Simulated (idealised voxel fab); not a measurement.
Presented below is a process module, voxel transistor to metal.
Pictured: cross-section cut, 175 nm wide, on a grid of 5 nm square cells.
Cross-section, as written here: a square-cell grid given band by band from the top down, where a band holds one or more rows of cells. A band entry consists of two parts. The first gives the height of the band's top and the height of its bottom, in nm. The rest lists the band's materials from left to right, each with its width in nm. A single material labelled with the word "full width" fills the band from edge to edge, and the word "air" marks empty space. Note: height 0 marks the level under which the wafer is uniformly one material as received. Lowest band unbounded below, written "0..down". Note: "30..40" means the width goes from the first number (top row of the band) to the second number (bottom row) in equal steps per row of cells. Key: "no alteration" - step with no changed cell in the cross-section. Voids not open to the top, 8 cells minimum: see "Entrapped voids". Written width x height at distance; distance is from the left edge; nm. Text after the settings on a step's line: the simulator's own remark on that step. overlay nm: right-of-plan distance of the mask on a masked step; negative values mean left-of-plan.

**Process steps foreseen in the plan**
1: RECEIVE [material Si]
2: CONFORMAL_DEP [material SiO2] [thk nm 5]
3: CONFORMAL_DEP [material SiN] [thk nm 10]
4: DIRECTIONAL_DEP [material aC] [thk nm 10]
5: PATTERN [tone cover] [mask id ACTIVE] [material resist] [width nm 110] [thk nm 30] [overlay nm 0]
6: DIRECTIONAL_ETCH [etch materials aC] [depth nm 10]
7: STRIP [etch materials resist]
8: DIRECTIONAL_ETCH [etch materials SiN] [depth nm 10]
9: DIRECTIONAL_ETCH [etch materials SiO2] [depth nm 5]
10: DIRECTIONAL_ETCH [etch materials Si] [depth nm 35]
11: STRIP [etch materials aC]
12: OXIDIZE [depth nm 5]
13: FILL_DEP [material SiO2] [thk nm 5]
14: CMP [height nm 15]
15: SELECTIVE_ETCH [etch materials SiO2] [depth nm 5]
16: STRIP [etch materials SiN]
17: SELECTIVE_ETCH [etch materials SiO2] [depth nm 5]
18: OXIDIZE [depth nm 5]
19: DIRECTIONAL_DEP [material polySi] [thk nm 30]
20: DIRECTIONAL_DEP [material SiCN] [thk nm 15]
21: DIRECTIONAL_DEP [material aC] [thk nm 10]
22: PATTERN [tone cover] [mask id GATE] [material resist] [width nm 20] [thk nm 25] [overlay nm 0]
23: DIRECTIONAL_ETCH [etch materials aC] [depth nm 10]
24: STRIP [etch materials resist]
25: DIRECTIONAL_ETCH [etch materials SiCN] [depth nm 25]
26: DIRECTIONAL_ETCH [etch materials polySi] [depth nm 40]
27: STRIP [etch materials aC]
28: CONFORMAL_DEP [material SiO2] [thk nm 5]
29: DIRECTIONAL_ETCH [etch materials SiO2] [depth nm 5]
30: CONFORMAL_DEP [material SiN] [thk nm 10]
31: DIRECTIONAL_ETCH [etch materials SiN] [depth nm 10]
32: DIRECTIONAL_ETCH [etch materials SiO2] [depth nm 5]
33: DIRECTIONAL_ETCH [etch materials Si] [depth nm 15]
34: EPI [material SiGe] [thk nm 15]
35: FILL_DEP [material SiO2] [thk nm 10]
36: CMP [height nm 45]
37: DIRECTIONAL_DEP [material SiO2] [thk nm 10]
38: DIRECTIONAL_DEP [material aC] [thk nm 15]
39: PATTERN [tone open] [mask id CONTACT] [material resist] [width nm 30] [pitch nm 60] [thk nm 35] [overlay nm 0]
40: DIRECTIONAL_ETCH [etch materials aC] [depth nm 15]
41: STRIP [etch materials resist]
42: DIRECTIONAL_ETCH [etch materials SiO2] [depth nm 45]
43: STRIP [etch materials aC]
44: CONFORMAL_DEP [material TiN] [thk nm 5]
45: FILL_DEP [material W] [thk nm 5]
46: CMP [height nm 55]
47: DIRECTIONAL_DEP [material TiN] [thk nm 5]
48: DIRECTIONAL_DEP [material W] [thk nm 25]
49: PATTERN [tone cover] [mask id METAL_1] [material resist] [width nm 20] [pitch nm 70] [thk nm 15] [overlay nm 0]
50: DIRECTIONAL_ETCH [etch materials W] [depth nm 25]
51: DIRECTIONAL_ETCH [etch materials TiN] [depth nm 5]
52: STRIP [etch materials resist]
53: CONFORMAL_DEP [material SiN] [thk nm 5]
54: FILL_DEP [material lowk] [thk nm 5]
55: CMP [height nm 85]
56: CONFORMAL_DEP [material SiCN] [thk nm 5]
57: DIRECTIONAL_DEP [material lowk] [thk nm 35]
58: MASKED_ETCH [tone open] [mask id METAL_2] [width nm 20] [pitch nm 70] [etch materials lowk] [depth nm 20] [overlay nm 0]
59: DIRECTIONAL_DEP [material aC] [thk nm 15]
60: PATTERN [tone open] [mask id METAL_2_HOLES] [material resist] [width nm 15] [pitch nm 70] [thk nm 35] [overlay nm 0]
61: DIRECTIONAL_ETCH [etch materials aC] [depth nm 15]
62: STRIP [etch materials resist]
63: DIRECTIONAL_ETCH [etch materials lowk] [depth nm 15]
64: DIRECTIONAL_ETCH [etch materials SiCN] [depth nm 5]
65: STRIP [etch materials aC]
66: CONFORMAL_DEP [material TiN] [thk nm 5]
67: FILL_DEP [material Ru] [thk nm 5]
68: CMP [height nm 125]
69: CONFORMAL_DEP [material SiN] [thk nm 5]

**Shown in cross-section is the wafer as received, that is, as it stands after step 1**
- 0..down  Si full width
- Entrapped voids: none

**Wafer cross-section at end of module: start and plan as shown above, one execution error**
- 130..125  SiN full width
- 125..110  lowk 40, TiN 5, Ru 10, TiN 5, lowk 50, TiN 5, Ru 10, TiN 5, lowk 45
- 110..105  lowk 40, TiN 5, Ru 5, TiN 10, lowk 50, TiN 5, Ru 5, TiN 10, lowk 45
- 105..90  lowk 40, TiN 5, Ru 5, TiN 5, lowk 55, TiN 5, Ru 5, TiN 5, lowk 50
- 90..85  SiCN 40, TiN 15, SiCN 55, TiN 15, SiCN 50
- 85..60  lowk 35, SiN 5, W 20, SiN 5, lowk 40, SiN 5, W 20, SiN 5, lowk 40
- 60..55  SiN 40, TiN 20, SiN 50, TiN 20, SiN 45
- 55..45  SiO2 40, TiN 5, W 20, TiN 5, SiO2 30, TiN 5, W 20, TiN 5, SiO2 45
- 45..30  SiO2 40, TiN 5, W 20, TiN 5, SiO2 5, SiCN 20, SiO2 5, TiN 5, W 20, TiN 5, SiO2 45
- 30..15  SiO2 40, TiN 5, W 20, TiN 5, SiO2 5, polySi 20, SiO2 5, TiN 5, W 20, TiN 5, SiO2 45
- 15..10  SiO2 40, TiN 30, SiO2 5, polySi 20, SiO2 5, TiN 30, SiO2 45
- 10..0  SiO2 55, SiGe 15, SiO2 5, polySi 20, SiO2 5, SiGe 15, SiO2 60
- 0..-5  SiO2 55, SiGe 15, SiO2 30, SiGe 15, SiO2 60
- -5..-20  SiO2 35, SiGe 35, Si 30, SiGe 35, SiO2 40
- -20..-40  SiO2 35, Si 100, SiO2 40
- -40..down  Si full width
- Entrapped voids: none
Finding, execution versus plan: step 30 was left out
